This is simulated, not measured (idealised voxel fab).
Module name: voxel transistor to metal (process module)
In the cross-section labelled cut, the width is 190 nm and each square cell is 5 nm.
Heads up, the way a cross-section reads in here is a grid of square cells, handed over as bands from the top down, with every band being one or more rows of cells.
It is stipulated that each band's entry specify, in nanometres, the height of the top of the band and then that of its bottom, followed by the materials of the band in left-to-right sequence, each together with its width in nanometres. A single material marked by the word "edge to edge" is understood to fill the band from edge to edge; the word "empty" is understood to denote empty space.
Heights are expressed relative to 0, this being the level below which the as-received wafer comprises one material exclusively. The lowest band is unbounded in the downward direction and is denoted as in "0..down".
Top row gets the first number, bottom row gets the second, and each row in between changes by the same step: that is how a band width like "30 to 40" works.
The cross-section has no changed cell in any step marked "remains unaltered".
If an empty space has no open way to the top and is at least 8 cells in size, "Closed void register" lists it, written width x height at distance, where distance is measured from the left edge and every value is in nm.
Post-settings text on a step line: simulator's own remark regarding the step.
On any step carrying a mask, the "overlay nm" setting, if present on the step's line, tells how far right of its planned place the mask lay; negative values point to the left.
Each pair of cross-sections that follows straddles one process step: the one shows the state before the step, the other the state after it, down to the lowest band that changed and no further. The step in question, and its settings, are given under the pair. Note that a pair is not necessarily a continuation of the pair above it, since pairs can come from different runs of this module on the same starting wafer; it is a continuation only where its entry headed "Before processing" says so.
Before processing:
  25..20  empty (55), HfO2 (20), empty (35), HfO2 (20), empty (60)
  20..15  HfO2 (60), SiN (10), HfO2 (5), empty (35), HfO2 (5), SiN (10), HfO2 (65)
  15..5  SiO2 (60), SiN (10), HfO2 (5), empty (35), HfO2 (5), SiN (10), SiO2 (65)
  5..-5  SiO2 (40), SiN (10), pSi (10), SiN (10), HfO2 (5), empty (35), HfO2 (5), SiN (10), pSi (10), SiN (10), SiO2 (45)
  -5..-10  SiO2 (50), pSi (10), SiO2 (10), HfO2 (45), SiO2 (10), pSi (10), SiO2 (55)
  -10..-20  SiO2 (40), Si (10), pSi (10), Si (65), pSi (10), Si (10), SiO2 (45)
  -20..-35  SiO2 (40), Si (105), SiO2 (45)
  -35..down  Si edge to edge
  Closed void register: none
Post-Step Appearance:
  30..25  empty (50), TiN (30), empty (25), TiN (30), empty (55)
  25..20  TiN (55), HfO2 (20), TiN (5), empty (25), TiN (5), HfO2 (20), TiN (60)
  20..15  HfO2 (60), SiN (10), HfO2 (5), TiN (5), empty (25), TiN (5), HfO2 (5), SiN (10), HfO2 (65)
  15..5  SiO2 (60), SiN (10), HfO2 (5), TiN (5), empty (25), TiN (5), HfO2 (5), SiN (10), SiO2 (65)
  5..0  SiO2 (40), SiN (10), pSi (10), SiN (10), HfO2 (5), TiN (5), empty (25), TiN (5), HfO2 (5), SiN (10), pSi (10), SiN (10), SiO2 (45)
  0..-5  SiO2 (40), SiN (10), pSi (10), SiN (10), HfO2 (5), TiN (35), HfO2 (5), SiN (10), pSi (10), SiN (10), SiO2 (45)
  Lower than -5, everything is as it was.
  Closed void register: none
It is this step that lies between the two cross-sections above: CONFORMAL_DEP: material TiN, thk nm 5
Before processing: see the after view in the pair directly above.
Post-Step Appearance:
  40..30  W edge to edge
  30..25  W (50), TiN (30), W (25), TiN (30), W (55)
  25..20  TiN (55), HfO2 (20), TiN (5), W (25), TiN (5), HfO2 (20), TiN (60)
  20..15  HfO2 (60), SiN (10), HfO2 (5), TiN (5), W (25), TiN (5), HfO2 (5), SiN (10), HfO2 (65)
  15..5  SiO2 (60), SiN (10), HfO2 (5), TiN (5), W (25), TiN (5), HfO2 (5), SiN (10), SiO2 (65)
  5..0  SiO2 (40), SiN (10), pSi (10), SiN (10), HfO2 (5), TiN (5), W (25), TiN (5), HfO2 (5), SiN (10), pSi (10), SiN (10), SiO2 (45)
  Lower than 0, everything is as it was.
  Closed void register: none
It is this step that lies between the two cross-sections above: FILL_DEP: material W, thk nm 10
Before processing: see the after view in the pair directly above.
Post-Step Appearance:
  20..15  HfO2 (60), SiN (10), HfO2 (5), TiN (5), W (25), TiN (5), HfO2 (5), SiN (10), HfO2 (65)
  Lower than 15, everything is as it was.
  Closed void register: none
It is this step that lies between the two cross-sections above: CMP: height nm 20
Before processing: see the after view in the pair directly above.
Post-Step Appearance:
  30..20  SiO2 edge to edge
  Lower than 20, everything is as it was.
  Closed void register: none
It is this step that lies between the two cross-sections above: DIRECTIONAL_DEP: material SiO2, thk nm 10
Before processing: see the after view in the pair directly above.
Post-Step Appearance:
  30..20  SiO2 (45), empty (15), SiO2 (65), empty (15), SiO2 (50)
  Lower than 20, everything is as it was.
  Closed void register: none
It is this step that lies between the two cross-sections above: MASKED_ETCH: tone open, mask id CONTACT, width nm 15, pitch nm 80, etch materials SiO2, depth nm 25, overlay nm 0
Before processing: see the after view in the pair directly above.
Post-Step Appearance:
  35..30  TiN (50), empty (5), TiN (75), empty (5), TiN (55)
  30..25  SiO2 (45), TiN (5), empty (5), TiN (5), SiO2 (65), TiN (5), empty (5), TiN (5), SiO2 (50)
  25..20  SiO2 (45), TiN (15), SiO2 (65), TiN (15), SiO2 (50)
  Lower than 20, everything is as it was.
  Closed void register: none
It is this step that lies between the two cross-sections above: CONFORMAL_DEP: material TiN, thk nm 5
Before processing: see the after view in the pair directly above.
Post-Step Appearance:
  40..35  Ru edge to edge
  35..30  TiN (50), Ru (5), TiN (75), Ru (5), TiN (55)
  30..25  SiO2 (45), TiN (5), Ru (5), TiN (5), SiO2 (65), TiN (5), Ru (5), TiN (5), SiO2 (50)
  Lower than 25, everything is as it was.
  Closed void register: none
It is this step that lies between the two cross-sections above: FILL_DEP: material Ru, thk nm 5
Before processing: see the after view in the pair directly above.
Post-Step Appearance:
  30..25  SiO2 (45), TiN (5), Ru (5), TiN (5), SiO2 (65), TiN (5), Ru (5), TiN (5), SiO2 (50)
  Lower than 25, everything is as it was.
  Closed void register: none
It is this step that lies between the two cross-sections above: CMP: height nm 30
Before processing: see the after view in the pair directly above.
Post-Step Appearance:
  35..30  TiN edge to edge
  Lower than 30, everything is as it was.
  Closed void register: none
It is this step that lies between the two cross-sections above: DIRECTIONAL_DEP: material TiN, thk nm 5
Before processing: see the after view in the pair directly above.
Post-Step Appearance:
  50..35  W edge to edge
  Lower than 35, everything is as it was.
  Closed void register: none
It is this step that lies between the two cross-sections above: DIRECTIONAL_DEP: material W, thk nm 15
Before processing: see the after view in the pair directly above.
Post-Step Appearance:
  60..50  aC edge to edge
  Lower than 50, everything is as it was.
  Closed void register: none
It is this step that lies between the two cross-sections above: DIRECTIONAL_DEP: material aC, thk nm 10
Before processing: see the after view in the pair directly above.
Post-Step Appearance:
  85..60  empty (45), resist (15), empty (65), resist (15), empty (50)
  Lower than 60, everything is as it was.
  Closed void register: none
It is this step that lies between the two cross-sections above: PATTERN: tone cover, mask id METAL_1, material resist, width nm 15, pitch nm 80, thk nm 25, overlay nm 0
Before processing: see the after view in the pair directly above.
Post-Step Appearance:
  75..60  empty (45), resist (15), empty (65), resist (15), empty (50)
  60..50  empty (45), aC (15), empty (65), aC (15), empty (50)
  Lower than 50, everything is as it was.
  Closed void register: none
It is this step that lies between the two cross-sections above: DIRECTIONAL_ETCH: etch materials aC, depth nm 10
Before processing: see the after view in the pair directly above.
Post-Step Appearance:
  60..50  empty (45), aC (15), empty (65), aC (15), empty (50)
  Lower than 50, everything is as it was.
  Closed void register: none
It is this step that lies between the two cross-sections above: STRIP: etch materials resist
Before processing: see the after view in the pair directly above.
Post-Step Appearance:
  60..50  empty (45), aC (15), empty (65), aC (15), empty (50)
  50..35  empty (45), W (15), empty (65), W (15), empty (50)
  Lower than 35, everything is as it was.
  Closed void register: none
It is this step that lies between the two cross-sections above: DIRECTIONAL_ETCH: etch materials W, depth nm 15
Before processing: see the after view in the pair directly above.
Post-Step Appearance:
  60..50  empty (45), aC (15), empty (65), aC (15), empty (50)
  50..35  empty (45), W (15), empty (65), W (15), empty (50)
  35..30  empty (45), TiN (15), empty (65), TiN (15), empty (50)
  Lower than 30, everything is as it was.
  Closed void register: none
It is this step that lies between the two cross-sections above: DIRECTIONAL_ETCH: etch materials TiN, depth nm 5
Before processing: see the after view in the pair directly above.
Post-Step Appearance:
  50..35  empty (45), W (15), empty (65), W (15), empty (50)
  Lower than 35, everything is as it was.
  Closed void register: none
It is this step that lies between the two cross-sections above: STRIP: etch materials aC
Before processing: see the after view in the pair directly above.
Post-Step Appearance:
  55..50  lowk edge to edge
  50..35  lowk (45), W (15), lowk (65), W (15), lowk (50)
  35..30  lowk (45), TiN (15), lowk (65), TiN (15), lowk (50)
  Lower than 30, everything is as it was.
  Closed void register: none
It is this step that lies between the two cross-sections above: FILL_DEP: material lowk, thk nm 5
Before processing: see the after view in the pair directly above.
Post-Step Appearance:
  50..35  lowk (45), W (15), lowk (65), W (15), lowk (50)
  Lower than 35, everything is as it was.
  Closed void register: none
It is this step that lies between the two cross-sections above: CMP: height nm 50
Before processing: see the after view in the pair directly above.
Post-Step Appearance:
  55..50  SiCN edge to edge
  Lower than 50, everything is as it was.
  Closed void register: none
It is this step that lies between the two cross-sections above: CONFORMAL_DEP: material SiCN, thk nm 5
Before processing:
  60..50  aC (35), empty (115), aC (40)
  50..40  SiCN (35), aC (115), SiCN (40)
  40..35  SiCN edge to edge
  35..25  polySi (35), SiCN (115), polySi (40)
  25..5  polySi edge to edge
  5..-5  SiO2 (35), polySi (115), SiO2 (40)
  -5..-10  SiO2 edge to edge
  -10..-35  SiO2 (40), Si (105), SiO2 (45)
  -35..down  Si edge to edge
  Closed void register: none
Post-Step Appearance:
  85..60  empty (80), resist (25), empty (85)
  60..50  aC (35), empty (45), resist (25), empty (45), aC (40)
  Lower than 50, everything is as it was.
  Closed void register: none
It is this step that lies between the two cross-sections above: PATTERN: tone cover, mask id GATE, material resist, width nm 25, thk nm 25, overlay nm 0
Before processing: see the after view in the pair directly above.
Post-Step Appearance:
  75..50  empty (80), resist (25), empty (85)
  50..40  SiCN (35), empty (45), aC (25), empty (45), SiCN (40)
  Lower than 40, everything is as it was.
  Closed void register: none
It is this step that lies between the two cross-sections above: DIRECTIONAL_ETCH: etch materials aC, depth nm 10
Before processing: see the after view in the pair directly above.
Post-Step Appearance:
  50..40  SiCN (35), empty (45), aC (25), empty (45), SiCN (40)
  Lower than 40, everything is as it was.
  Closed void register: none
It is this step that lies between the two cross-sections above: STRIP: etch materials resist
Before processing: see the after view in the pair directly above.
Post-Step Appearance:
  50..40  empty (80), aC (25), empty (85)
  40..35  empty (80), SiCN (25), empty (85)
  35..25  polySi (35), empty (45), SiCN (25), empty (45), polySi (40)
  Lower than 25, everything is as it was.
  Closed void register: none
It is this step that lies between the two cross-sections above: DIRECTIONAL_ETCH: etch materials SiCN, depth nm 25
Before processing: see the after view in the pair directly above.
Post-Step Appearance:
  50..40  empty (80), aC (25), empty (85)
  40..25  empty (80), SiCN (25), empty (85)
  25..5  empty (80), polySi (25), empty (85)
  5..-5  SiO2 (35), empty (45), polySi (25), empty (45), SiO2 (40)
  Lower than -5, everything is as it was.
  Closed void register: none
It is this step that lies between the two cross-sections above: DIRECTIONAL_ETCH: etch materials polySi, depth nm 40
Before processing: see the after view in the pair directly above.
Post-Step Appearance:
  40..25  empty (80), SiCN (25), empty (85)
  Lower than 25, everything is as it was.
  Closed void register: none
It is this step that lies between the two cross-sections above: STRIP: etch materials aC
Before processing: see the after view in the pair directly above.
Post-Step Appearance:
  45..40  empty (75), SiO2 (35), empty (80)
  40..25  empty (75), SiO2 (5), SiCN (25), SiO2 (5), empty (80)
  25..10  empty (75), SiO2 (5), polySi (25), SiO2 (5), empty (80)
  10..0  SiO2 (40), empty (35), SiO2 (5), polySi (25), SiO2 (5), empty (35), SiO2 (45)
  0..-5  SiO2 (80), polySi (25), SiO2 (85)
  Lower than -5, everything is as it was.
  Closed void register: none
It is this step that lies between the two cross-sections above: CONFORMAL_DEP: material SiO2, thk nm 5
Before processing: see the after view in the pair directly above.
Post-Step Appearance:
  40..25  empty (75), SiO2 (5), SiCN (25), SiO2 (5), empty (80)
  25..5  empty (75), SiO2 (5), polySi (25), SiO2 (5), empty (80)
  5..-5  SiO2 (40), empty (35), SiO2 (5), polySi (25), SiO2 (5), empty (35), SiO2 (45)
  Lower than -5, everything is as it was.
  Closed void register: none
It is this step that lies between the two cross-sections above: DIRECTIONAL_ETCH: etch materials SiO2, depth nm 5
Before processing: see the after view in the pair directly above.
Post-Step Appearance:
  50..40  empty (65), SiN (55), empty (70)
  40..25  empty (65), SiN (10), SiO2 (5), SiCN (25), SiO2 (5), SiN (10), empty (70)
  25..15  empty (65), SiN (10), SiO2 (5), polySi (25), SiO2 (5), SiN (10), empty (70)
  15..5  SiN (50), empty (15), SiN (10), SiO2 (5), polySi (25), SiO2 (5), SiN (10), empty (15), SiN (55)
  5..-5  SiO2 (40), SiN (35), SiO2 (5), polySi (25), SiO2 (5), SiN (35), SiO2 (45)
  Lower than -5, everything is as it was.
  Closed void register: none
It is this step that lies between the two cross-sections above: CONFORMAL_DEP: material SiN, thk nm 10
Before processing: see the after view in the pair directly above.
Post-Step Appearance:
  40..25  empty (65), SiN (10), SiO2 (5), SiCN (25), SiO2 (5), SiN (10), empty (70)
  25..5  empty (65), SiN (10), SiO2 (5), polySi (25), SiO2 (5), SiN (10), empty (70)
  5..-5  SiO2 (40), SiN (10), empty (15), SiN (10), SiO2 (5), polySi (25), SiO2 (5), SiN (10), empty (15), SiN (10), SiO2 (45)
  Lower than -5, everything is as it was.
  Closed void register: none
It is this step that lies between the two cross-sections above: DIRECTIONAL_ETCH: etch materials SiN, depth nm 10
Before processing: see the after view in the pair directly above.
Post-Step Appearance:
  40..35  empty (65), SiN (10), empty (5), SiCN (25), empty (5), SiN (10), empty (70)
  35..25  empty (65), SiN (10), SiO2 (5), SiCN (25), SiO2 (5), SiN (10), empty (70)
  25..5  empty (65), SiN (10), SiO2 (5), polySi (25), SiO2 (5), SiN (10), empty (70)
  5..0  empty (40), SiN (10), empty (15), SiN (10), SiO2 (5), polySi (25), SiO2 (5), SiN (10), empty (15), SiN (10), empty (45)
  0..-5  SiO2 (40), SiN (10), empty (15), SiN (10), SiO2 (5), polySi (25), SiO2 (5), SiN (10), empty (15), SiN (10), SiO2 (45)
  -5..-10  SiO2 (50), empty (15), SiO2 (55), empty (15), SiO2 (55)
  Lower than -10, everything is as it was.
  Closed void register: none
It is this step that lies between the two cross-sections above: DIRECTIONAL_ETCH: etch materials SiO2, depth nm 5
Before processing: see the after view in the pair directly above.
Post-Step Appearance:
  40..35  empty (65), SiN (10), empty (5), SiCN (25), empty (5), SiN (10), empty (70)
  35..25  empty (65), SiN (10), SiO2 (5), SiCN (25), SiO2 (5), SiN (10), empty (70)
  25..5  empty (65), SiN (10), SiO2 (5), polySi (25), SiO2 (5), SiN (10), empty (70)
  5..0  empty (40), SiN (10), empty (15), SiN (10), SiO2 (5), polySi (25), SiO2 (5), SiN (10), empty (15), SiN (10), empty (45)
  0..-5  SiO2 (40), SiN (10), empty (15), SiN (10), SiO2 (5), polySi (25), SiO2 (5), SiN (10), empty (15), SiN (10), SiO2 (45)
  -5..-10  SiO2 (50), empty (15), SiO2 (55), empty (15), SiO2 (55)
  -10..-20  SiO2 (40), Si (10), empty (15), Si (55), empty (15), Si (10), SiO2 (45)
  Lower than -20, everything is as it was.
  Closed void register: none
It is this step that lies between the two cross-sections above: DIRECTIONAL_ETCH: etch materials Si, depth nm 10
Before processing: see the after view in the pair directly above.
Post-Step Appearance:
  40..35  empty (65), SiN (10), empty (5), SiCN (25), empty (5), SiN (10), empty (70)
  35..25  empty (65), SiN (10), SiO2 (5), SiCN (25), SiO2 (5), SiN (10), empty (70)
  25..5  empty (65), SiN (10), SiO2 (5), polySi (25), SiO2 (5), SiN (10), empty (70)
  5..0  empty (40), SiN (10), pSi (15), SiN (10), SiO2 (5), polySi (25), SiO2 (5), SiN (10), pSi (15), SiN (10), empty (45)
  0..-5  SiO2 (40), SiN (10), pSi (15), SiN (10), SiO2 (5), polySi (25), SiO2 (5), SiN (10), pSi (15), SiN (10), SiO2 (45)
  -5..-10  SiO2 (50), pSi (15), SiO2 (55), pSi (15), SiO2 (55)
  -10..-20  SiO2 (40), Si (10), pSi (15), Si (55), pSi (15), Si (10), SiO2 (45)
  Lower than -20, everything is as it was.
  Closed void register: none
It is this step that lies between the two cross-sections above: EPI: material pSi, thk nm 15
Before processing: see the after view in the pair directly above.
Post-Step Appearance:
  50..40  SiO2 edge to edge
  40..25  SiO2 (65), SiN (10), SiO2 (5), SiCN (25), SiO2 (5), SiN (10), SiO2 (70)
  25..5  SiO2 (65), SiN (10), SiO2 (5), polySi (25), SiO2 (5), SiN (10), SiO2 (70)
  5..-5  SiO2 (40), SiN (10), pSi (15), SiN (10), SiO2 (5), polySi (25), SiO2 (5), SiN (10), pSi (15), SiN (10), SiO2 (45)
  Lower than -5, everything is as it was.
  Closed void register: none
It is this step that lies between the two cross-sections above: FILL_DEP: material SiO2, thk nm 10
Before processing: see the after view in the pair directly above.
Post-Step Appearance:
  25..5  SiO2 (65), SiN (10), SiO2 (5), polySi (25), SiO2 (5), SiN (10), SiO2 (70)
  Lower than 5, everything is as it was.
  Closed void register: none
It is this step that lies between the two cross-sections above: CMP: height nm 25
Before processing: see the after view in the pair directly above.
Post-Step Appearance:
  25..5  SiO2 (65), SiN (10), SiO2 (5), empty (25), SiO2 (5), SiN (10), SiO2 (70)
  5..-5  SiO2 (40), SiN (10), pSi (15), SiN (10), SiO2 (5), empty (25), SiO2 (5), SiN (10), pSi (15), SiN (10), SiO2 (45)
  Lower than -5, everything is as it was.
  Closed void register: none
It is this step that lies between the two cross-sections above: STRIP: etch materials polySi
Before processing: see the after view in the pair directly above.
Post-Step Appearance:
  25..20  empty (65), SiN (10), empty (35), SiN (10), empty (70)
  20..5  SiO2 (65), SiN (10), empty (35), SiN (10), SiO2 (70)
  5..-5  SiO2 (40), SiN (10), pSi (15), SiN (10), empty (35), SiN (10), pSi (15), SiN (10), SiO2 (45)
  -5..-10  SiO2 (50), pSi (15), SiO2 (10), empty (35), SiO2 (10), pSi (15), SiO2 (55)
  Lower than -10, everything is as it was.
  Closed void register: none
It is this step that lies between the two cross-sections above: SELECTIVE_ETCH: etch materials SiO2, depth nm 5
Before processing: see the after view in the pair directly above.
Post-Step Appearance:
  30..25  empty (60), HfO2 (20), empty (25), HfO2 (20), empty (65)
  25..20  HfO2 (65), SiN (10), HfO2 (5), empty (25), HfO2 (5), SiN (10), HfO2 (70)
  20..5  SiO2 (65), SiN (10), HfO2 (5), empty (25), HfO2 (5), SiN (10), SiO2 (70)
  5..-5  SiO2 (40), SiN (10), pSi (15), SiN (10), HfO2 (5), empty (25), HfO2 (5), SiN (10), pSi (15), SiN (10), SiO2 (45)
  -5..-10  SiO2 (50), pSi (15), SiO2 (10), HfO2 (35), SiO2 (10), pSi (15), SiO2 (55)
  Lower than -10, everything is as it was.
  Closed void register: none
It is this step that lies between the two cross-sections above: CONFORMAL_DEP: material HfO2, thk nm 5
Before processing: see the after view in the pair directly above.
Post-Step Appearance:
  35..30  empty (55), TiN (30), empty (15), TiN (30), empty (60)
  30..25  TiN (60), HfO2 (20), TiN (5), empty (15), TiN (5), HfO2 (20), TiN (65)
  25..20  HfO2 (65), SiN (10), HfO2 (5), TiN (5), empty (15), TiN (5), HfO2 (5), SiN (10), HfO2 (70)
  20..5  SiO2 (65), SiN (10), HfO2 (5), TiN (5), empty (15), TiN (5), HfO2 (5), SiN (10), SiO2 (70)
  5..0  SiO2 (40), SiN (10), pSi (15), SiN (10), HfO2 (5), TiN (5), empty (15), TiN (5), HfO2 (5), SiN (10), pSi (15), SiN (10), SiO2 (45)
  0..-5  SiO2 (40), SiN (10), pSi (15), SiN (10), HfO2 (5), TiN (25), HfO2 (5), SiN (10), pSi (15), SiN (10), SiO2 (45)
  Lower than -5, everything is as it was.
  Closed void register: none
It is this step that lies between the two cross-sections above: CONFORMAL_DEP: material TiN, thk nm 5
Before processing: see the after view in the pair directly above.
Post-Step Appearance:
  45..35  W edge to edge
  35..30  W (55), TiN (30), W (15), TiN (30), W (60)
  30..25  TiN (60), HfO2 (20), TiN (5), W (15), TiN (5), HfO2 (20), TiN (65)
  25..20  HfO2 (65), SiN (10), HfO2 (5), TiN (5), W (15), TiN (5), HfO2 (5), SiN (10), HfO2 (70)
  20..5  SiO2 (65), SiN (10), HfO2 (5), TiN (5), W (15), TiN (5), HfO2 (5), SiN (10), SiO2 (70)
  5..0  SiO2 (40), SiN (10), pSi (15), SiN (10), HfO2 (5), TiN (5), W (15), TiN (5), HfO2 (5), SiN (10), pSi (15), SiN (10), SiO2 (45)
  Lower than 0, everything is as it was.
  Closed void register: none
It is this step that lies between the two cross-sections above: FILL_DEP: material W, thk nm 10
Before processing: see the after view in the pair directly above.
Post-Step Appearance:
  20..5  SiO2 (65), SiN (10), HfO2 (5), TiN (5), W (15), TiN (5), HfO2 (5), SiN (10), SiO2 (70)
  Lower than 5, everything is as it was.
  Closed void register: none
It is this step that lies between the two cross-sections above: CMP: height nm 20
Before processing: see the after view in the pair directly above.
Post-Step Appearance:
  30..20  SiO2 edge to edge
  Lower than 20, everything is as it was.
  Closed void register: none
It is this step that lies between the two cross-sections above: DIRECTIONAL_DEP: material SiO2, thk nm 10
Before processing: see the after view in the pair directly above.
Post-Step Appearance:
  30..20  SiO2 (45), empty (15), SiO2 (65), empty (15), SiO2 (50)
  20..5  SiO2 (45), empty (15), SiO2 (5), SiN (10), HfO2 (5), TiN (5), W (15), TiN (5), HfO2 (5), SiN (10), SiO2 (5), empty (15), SiO2 (50)
  Lower than 5, everything is as it was.
  Closed void register: none
It is this step that lies between the two cross-sections above: MASKED_ETCH: tone open, mask id CONTACT, width nm 15, pitch nm 80, etch materials SiO2, depth nm 25, overlay nm 0
Before processing: see the after view in the pair directly above.
Post-Step Appearance:
  35..30  TiN (50), empty (5), TiN (75), empty (5), TiN (55)
  30..20  SiO2 (45), TiN (5), empty (5), TiN (5), SiO2 (65), TiN (5), empty (5), TiN (5), SiO2 (50)
  20..10  SiO2 (45), TiN (5), empty (5), TiN (5), SiO2 (5), SiN (10), HfO2 (5), TiN (5), W (15), TiN (5), HfO2 (5), SiN (10), SiO2 (5), TiN (5), empty (5), TiN (5), SiO2 (50)
  10..5  SiO2 (45), TiN (15), SiO2 (5), SiN (10), HfO2 (5), TiN (5), W (15), TiN (5), HfO2 (5), SiN (10), SiO2 (5), TiN (15), SiO2 (50)
  Lower than 5, everything is as it was.
  Closed void register: none
It is this step that lies between the two cross-sections above: CONFORMAL_DEP: material TiN, thk nm 5
Before processing: see the after view in the pair directly above.
Post-Step Appearance:
  40..35  Ru edge to edge
  35..30  TiN (50), Ru (5), TiN (75), Ru (5), TiN (55)
  30..20  SiO2 (45), TiN (5), Ru (5), TiN (5), SiO2 (65), TiN (5), Ru (5), TiN (5), SiO2 (50)
  20..10  SiO2 (45), TiN (5), Ru (5), TiN (5), SiO2 (5), SiN (10), HfO2 (5), TiN (5), W (15), TiN (5), HfO2 (5), SiN (10), SiO2 (5), TiN (5), Ru (5), TiN (5), SiO2 (50)
  Lower than 10, everything is as it was.
  Closed void register: none
It is this step that lies between the two cross-sections above: FILL_DEP: material Ru, thk nm 5
Before processing: see the after view in the pair directly above.
Post-Step Appearance:
  30..20  SiO2 (45), TiN (5), Ru (5), TiN (5), SiO2 (65), TiN (5), Ru (5), TiN (5), SiO2 (50)
  Lower than 20, everything is as it was.
  Closed void register: none
It is this step that lies between the two cross-sections above: CMP: height nm 30
Before processing: see the after view in the pair directly above.
Post-Step Appearance:
  35..30  TiN edge to edge
  Lower than 30, everything is as it was.
  Closed void register: none
It is this step that lies between the two cross-sections above: DIRECTIONAL_DEP: material TiN, thk nm 5
Before processing: see the after view in the pair directly above.
Post-Step Appearance:
  50..35  W edge to edge
  Lower than 35, everything is as it was.
  Closed void register: none
It is this step that lies between the two cross-sections above: DIRECTIONAL_DEP: material W, thk nm 15
Before processing: see the after view in the pair directly above.
Post-Step Appearance:
  60..50  aC edge to edge
  Lower than 50, everything is as it was.
  Closed void register: none
It is this step that lies between the two cross-sections above: DIRECTIONAL_DEP: material aC, thk nm 10
Before processing: see the after view in the pair directly above.
Post-Step Appearance:
  85..60  empty (45), resist (15), empty (65), resist (15), empty (50)
  Lower than 60, everything is as it was.
  Closed void register: none
It is this step that lies between the two cross-sections above: PATTERN: tone cover, mask id METAL_1, material resist, width nm 15, pitch nm 80, thk nm 25, overlay nm 0
Before processing: see the after view in the pair directly above.
Post-Step Appearance:
  75..60  empty (45), resist (15), empty (65), resist (15), empty (50)
  60..50  empty (45), aC (15), empty (65), aC (15), empty (50)
  Lower than 50, everything is as it was.
  Closed void register: none
It is this step that lies between the two cross-sections above: DIRECTIONAL_ETCH: etch materials aC, depth nm 10
Before processing: see the after view in the pair directly above.
Post-Step Appearance:
  60..50  empty (45), aC (15), empty (65), aC (15), empty (50)
  Lower than 50, everything is as it was.
  Closed void register: none
It is this step that lies between the two cross-sections above: STRIP: etch materials resist
Before processing: see the after view in the pair directly above.
Post-Step Appearance:
  60..50  empty (45), aC (15), empty (65), aC (15), empty (50)
  50..35  empty (45), W (15), empty (65), W (15), empty (50)
  Lower than 35, everything is as it was.
  Closed void register: none
It is this step that lies between the two cross-sections above: DIRECTIONAL_ETCH: etch materials W, depth nm 15
Before processing: see the after view in the pair directly above.
Post-Step Appearance:
  60..50  empty (45), aC (15), empty (65), aC (15), empty (50)
  50..35  empty (45), W (15), empty (65), W (15), empty (50)
  35..30  empty (45), TiN (15), empty (65), TiN (15), empty (50)
  Lower than 30, everything is as it was.
  Closed void register: none
It is this step that lies between the two cross-sections above: DIRECTIONAL_ETCH: etch materials TiN, depth nm 5
Before processing: see the after view in the pair directly above.
Post-Step Appearance:
  50..35  empty (45), W (15), empty (65), W (15), empty (50)
  Lower than 35, everything is as it was.
  Closed void register: none
It is this step that lies between the two cross-sections above: STRIP: etch materials aC
Before processing: see the after view in the pair directly above.
Post-Step Appearance:
  55..50  lowk edge to edge
  50..35  lowk (45), W (15), lowk (65), W (15), lowk (50)
  35..30  lowk (45), TiN (15), lowk (65), TiN (15), lowk (50)
  Lower than 30, everything is as it was.
  Closed void register: none
It is this step that lies between the two cross-sections above: FILL_DEP: material lowk, thk nm 5
Before processing: see the after view in the pair directly above.
Post-Step Appearance:
  50..35  lowk (45), W (15), lowk (65), W (15), lowk (50)
  Lower than 35, everything is as it was.
  Closed void register: none
It is this step that lies between the two cross-sections above: CMP: height nm 50
Before processing: see the after view in the pair directly above.
Post-Step Appearance:
  55..50  SiCN edge to edge
  Lower than 50, everything is as it was.
  Closed void register: none
It is this step that lies between the two cross-sections above: CONFORMAL_DEP: material SiCN, thk nm 5
Before processing:
  30..20  SiO2 edge to edge
  20..5  SiO2 (60), SiN (10), HfO2 (5), TiN (5), W (25), TiN (5), HfO2 (5), SiN (10), SiO2 (65)
  5..0  SiO2 (40), SiN (10), pSi (10), SiN (10), HfO2 (5), TiN (5), W (25), TiN (5), HfO2 (5), SiN (10), pSi (10), SiN (10), SiO2 (45)
  0..-5  SiO2 (40), SiN (10), pSi (10), SiN (10), HfO2 (5), TiN (35), HfO2 (5), SiN (10), pSi (10), SiN (10), SiO2 (45)
  -5..-10  SiO2 (50), pSi (10), SiO2 (10), HfO2 (45), SiO2 (10), pSi (10), SiO2 (55)
  -10..-20  SiO2 (40), Si (10), pSi (10), Si (65), pSi (10), Si (10), SiO2 (45)
  -20..-35  SiO2 (40), Si (105), SiO2 (45)
  -35..down  Si edge to edge
  Closed void register: none
Post-Step Appearance:
  30..20  SiO2 (40), empty (15), SiO2 (65), empty (15), SiO2 (55)
  20..5  SiO2 (40), empty (15), SiO2 (5), SiN (10), HfO2 (5), TiN (5), W (25), TiN (5), HfO2 (5), SiN (10), empty (10), SiO2 (55)
  Lower than 5, everything is as it was.
  Closed void register: none
It is this step that lies between the two cross-sections above: MASKED_ETCH: tone open, mask id CONTACT, width nm 15, pitch nm 80, etch materials SiO2, depth nm 25, overlay nm -5
Before processing: see the after view in the pair directly above.
Post-Step Appearance:
  35..30  TiN (45), empty (5), TiN (75), empty (5), TiN (60)
  30..25  SiO2 (40), TiN (5), empty (5), TiN (5), SiO2 (65), TiN (5), empty (5), TiN (5), SiO2 (55)
  25..20  SiO2 (40), TiN (5), empty (5), TiN (5), SiO2 (65), TiN (15), SiO2 (55)
  20..10  SiO2 (40), TiN (5), empty (5), TiN (5), SiO2 (5), SiN (10), HfO2 (5), TiN (5), W (25), TiN (5), HfO2 (5), SiN (10), TiN (10), SiO2 (55)
  10..5  SiO2 (40), TiN (15), SiO2 (5), SiN (10), HfO2 (5), TiN (5), W (25), TiN (5), HfO2 (5), SiN (10), TiN (10), SiO2 (55)
  Lower than 5, everything is as it was.
  Closed void register: none
It is this step that lies between the two cross-sections above: CONFORMAL_DEP: material TiN, thk nm 5
Before processing: see the after view in the pair directly above.
Post-Step Appearance:
  40..35  Ru edge to edge
  35..30  TiN (45), Ru (5), TiN (75), Ru (5), TiN (60)
  30..25  SiO2 (40), TiN (5), Ru (5), TiN (5), SiO2 (65), TiN (5), Ru (5), TiN (5), SiO2 (55)
  25..20  SiO2 (40), TiN (5), Ru (5), TiN (5), SiO2 (65), TiN (15), SiO2 (55)
  20..10  SiO2 (40), TiN (5), Ru (5), TiN (5), SiO2 (5), SiN (10), HfO2 (5), TiN (5), W (25), TiN (5), HfO2 (5), SiN (10), TiN (10), SiO2 (55)
  Lower than 10, everything is as it was.
  Closed void register: none
It is this step that lies between the two cross-sections above: FILL_DEP: material Ru, thk nm 5
Before processing: see the after view in the pair directly above.
Post-Step Appearance:
  30..25  SiO2 (40), TiN (5), Ru (5), TiN (5), SiO2 (65), TiN (5), Ru (5), TiN (5), SiO2 (55)
  Lower than 25, everything is as it was.
  Closed void register: none
It is this step that lies between the two cross-sections above: CMP: height nm 30
Before processing: see the after view in the pair directly above.
Post-Step Appearance:
  35..30  TiN edge to edge
  Lower than 30, everything is as it was.
  Closed void register: none
It is this step that lies between the two cross-sections above: DIRECTIONAL_DEP: material TiN, thk nm 5
Before processing: see the after view in the pair directly above.
Post-Step Appearance:
  50..35  W edge to edge
  Lower than 35, everything is as it was.
  Closed void register: none
It is this step that lies between the two cross-sections above: DIRECTIONAL_DEP: material W, thk nm 15
